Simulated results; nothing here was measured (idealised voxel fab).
The process module presented herein is designated voxel wiring stack.
Square cell edge 5 nm, section width 195 nm, ID cut.
A cross-section is a grid of square cells, given in bands from the top down. A band is one or more rows of cells.
Per band: top height and bottom height in nm, followed by the left-to-right materials and their widths in nm; "everywhere" marks a single material spanning edge to edge, "blank" marks empty space.
A quick word on heights: they are counted from 0, and under that level the wafer as it came to us is one material throughout. The lowest band is different from the rest in having no bottom; it simply continues downward, written as in "0 down".
With a width like "30 to 40", each row of cells in the band differs from the next by the same amount, the top row carrying the first number and the bottom row the second.
The designation "stayed the same", where it is given for a processing step, indicates that no cell of the cross-section was altered in the course of that step.
This entry, "Non-vented voids", enumerates those empty regions of no fewer than 8 cells that possess no open connection to the top. Each region is reported in the form width x height at distance, the distance being taken from the left edge, with all three quantities expressed in nm.
Read whatever lies past the settings on a step's line as the simulator's own remark about the step.
The "overlay nm" setting may appear on a step's line; for a step that uses a mask, it gives how far to the right of its planned position the mask lay, and a negative value indicates the left.
## The planned process steps are enumerated hereunder
1) RECEIVE [material Si]
2) CONFORMAL_DEP [material SiO2] [thk nm 10]
3) DIRECTIONAL_DEP [material TiN] [thk nm 5]
4) DIRECTIONAL_DEP [material W] [thk nm 20]
5) DIRECTIONAL_DEP [material aC] [thk nm 10]
6) PATTERN [tone cover] [mask id METAL_1] [material resist] [width nm 25] [pitch nm 50] [thk nm 25] [overlay nm 0]
7) DIRECTIONAL_ETCH [etch materials aC] [depth nm 10]
8) STRIP [etch materials resist]
9) DIRECTIONAL_ETCH [etch materials W] [depth nm 20]
10) DIRECTIONAL_ETCH [etch materials TiN] [depth nm 5]
11) STRIP [etch materials aC]
12) FILL_DEP [material lowk] [thk nm 5]
13) CMP [height nm 35]
14) CONFORMAL_DEP [material SiCN] [thk nm 5]
15) DIRECTIONAL_DEP [material lowk] [thk nm 10]
16) MASKED_ETCH [tone open] [mask id PLUG_1] [width nm 15] [etch materials lowk] [depth nm 10] [overlay nm 0]
17) MASKED_ETCH [tone open] [mask id PLUG_1] [width nm 15] [etch materials SiCN] [depth nm 5] [overlay nm 0]
18) CONFORMAL_DEP [material TiN] [thk nm 5]
19) FILL_DEP [material W] [thk nm 5]
20) CMP [height nm 50]
21) DIRECTIONAL_DEP [material TiN] [thk nm 5]
22) DIRECTIONAL_DEP [material W] [thk nm 20]
23) PATTERN [tone cover] [mask id METAL_2] [material resist] [width nm 25] [pitch nm 50] [thk nm 15] [overlay nm 0]
24) DIRECTIONAL_ETCH [etch materials W] [depth nm 20]
25) DIRECTIONAL_ETCH [etch materials TiN] [depth nm 5]
26) STRIP [etch materials resist]
27) CONFORMAL_DEP [material SiCN] [thk nm 5]
28) FILL_DEP [material lowk] [thk nm 10]
29) CMP [height nm 75]
30) CONFORMAL_DEP [material SiN] [thk nm 5]
Be aware that, although all wafers share a common starting state, the width nm at step 16 differs among them, and the plan displays the first wafer's value.
## The first of several wafers in cross-section, exactly as it reached us after step 1
	0 down | Si everywhere
	Non-vented voids: none
## End of module: cross-section of the first of several wafers after step 30, the last step
	80 to 75 | SiN everywhere
	75 to 55 | lowk=55; SiCN=5; W=25; SiCN=5; lowk=15; SiCN=5; W=25; SiCN=5; lowk=55
	55 to 50 | SiCN=60; TiN=25; SiCN=25; TiN=25; SiCN=60
	50 to 40 | lowk=60; TiN=5; W=5; TiN=5; lowk=120
	40 to 35 | SiCN=60; TiN=15; SiCN=120
	35 to 15 | lowk=60; W=25; lowk=25; W=25; lowk=60
	15 to 10 | lowk=60; TiN=25; lowk=25; TiN=25; lowk=60
	10 to 0 | SiO2 everywhere
	0 down | Si everywhere
	Non-vented voids: none
## Here we cross-sectioned the last of the wafers once the module was done
	80 to 75 | SiN everywhere
	75 to 55 | lowk=55; SiCN=5; W=25; SiCN=5; lowk=15; SiCN=5; W=25; SiCN=5; lowk=55
	55 to 50 | SiCN=60; TiN=25; SiCN=25; TiN=25; SiCN=60
	50 to 40 | lowk=55; TiN=5 to 10; W=20 to 5; TiN=5 to 15; lowk=110
	40 to 35 | SiCN=60; TiN=15; SiCN=120
	35 to 15 | lowk=60; W=25; lowk=25; W=25; lowk=60
	15 to 10 | lowk=60; TiN=25; lowk=25; TiN=25; lowk=60
	10 to 0 | SiO2 everywhere
	0 down | Si everywhere
	Non-vented voids: none
## Below: a row per wafer. Contents at end of module: for every material, cells gained since receipt (+) or lost since receipt (-); then closed voids
width nm 15 | +81 SiCN | +39 SiN | +78 SiO2 | +27 TiN | +82 W | +317 lowk | Non-vented voids: none
width nm 20 | +81 SiCN | +39 SiN | +78 SiO2 | +28 TiN | +83 W | +315 lowk | Non-vented voids: none
width nm 25 | +81 SiCN | +39 SiN | +78 SiO2 | +29 TiN | +84 W | +313 lowk | Non-vented voids: none
width nm 30 | +81 SiCN | +39 SiN | +78 SiO2 | +30 TiN | +85 W | +311 lowk | Non-vented voids: none
